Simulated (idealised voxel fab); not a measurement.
process module | voxel self aligned vias
cross-section cut | 225 nm wide | cells 5 nm
A cross-section is a grid of square cells, given in bands from the top down. A band is one or more rows of cells.
Each band's line starts with the height of the band's top and of its bottom, in nm. Then come its materials from left to right, each with its width in nm. One material with "throughout" fills the band from edge to edge. "air" is empty space.
Height 0 is the level under which the wafer as received is all one material. The lowest band goes on downwards, as in "0 down".
A width such as "30 to 40" changes by the same amount from each row of cells to the next, from the band's top row to its bottom row.
"no change" after a step means that no cell of the cross-section changed.
closed voids: empty space of 8 cells or more with no open way to the top, each as width x height at its distance from the left edge, in nm
after a step's settings: what the simulator itself notes on the step
overlay nm, on a step with a mask: how far to the right of its planned place the mask lay; to the left if negative
plan
1 op RECEIVE | material Si
2 op CONFORMAL_DEP | material SiO2 | thk nm 15
3 op CONFORMAL_DEP | material SiCN | thk nm 5
4 op DIRECTIONAL_DEP | material SiO2 | thk nm 30
5 op DIRECTIONAL_DEP | material aC | thk nm 15
6 op PATTERN | tone open | mask id LINES | material resist | width nm 20 | pitch nm 55 | thk nm 30 | overlay nm -15
7 op DIRECTIONAL_ETCH | etch materials aC | depth nm 15
8 op STRIP | etch materials resist
9 op DIRECTIONAL_ETCH | etch materials SiO2 | depth nm 30
10 op STRIP | etch materials aC
11 op CONFORMAL_DEP | material TiN | thk nm 5
12 op FILL_DEP | material Ru | thk nm 5
13 op CMP | height nm 50
14 op SELECTIVE_ETCH | etch materials W Ru TiN | depth nm 5
15 op FILL_DEP | material SiN | thk nm 10
16 op CMP | height nm 50
17 op DIRECTIONAL_DEP | material SiO2 | thk nm 15
18 op PATTERN | tone open | mask id VIAS | material resist | width nm 40 | pitch nm 55 | thk nm 15 | overlay nm 0
19 op DIRECTIONAL_ETCH | etch materials SiO2 | depth nm 15
20 op DIRECTIONAL_ETCH | etch materials SiN | depth nm 5
21 op STRIP | etch materials resist
22 op CONFORMAL_DEP | material TiN | thk nm 5
23 op FILL_DEP | material Cu | thk nm 5
24 op CMP | height nm 65
25 op CONFORMAL_DEP | material SiN | thk nm 5
varied across the wafers: overlay nm of step 6. The plan shows the first wafer's value. All wafers start alike
first wafer as received, after step 1
  0 down: Si throughout
  closed voids: none
each wafer at the end: cells of each material gained (+) or lost (-) since it was received, then its closed voids
overlay nm -15 | +26 Cu | +16 Ru | +45 SiCN | +47 SiN | +444 SiO2 | +52 TiN | closed voids: none
overlay nm -10 | +28 Cu | +16 Ru | +45 SiCN | +45 SiN | +444 SiO2 | +52 TiN | closed voids: none
overlay nm -5 | +28 Cu | +16 Ru | +45 SiCN | +45 SiN | +444 SiO2 | +52 TiN | closed voids: none
overlay nm 0 | +28 Cu | +16 Ru | +45 SiCN | +45 SiN | +444 SiO2 | +52 TiN | closed voids: none
overlay nm 5 | +28 Cu | +16 Ru | +45 SiCN | +45 SiN | +444 SiO2 | +52 TiN | closed voids: none
overlay nm 10 | +28 Cu | +16 Ru | +45 SiCN | +45 SiN | +444 SiO2 | +52 TiN | closed voids: none
overlay nm 15 | +26 Cu | +16 Ru | +45 SiCN | +47 SiN | +444 SiO2 | +52 TiN | closed voids: none
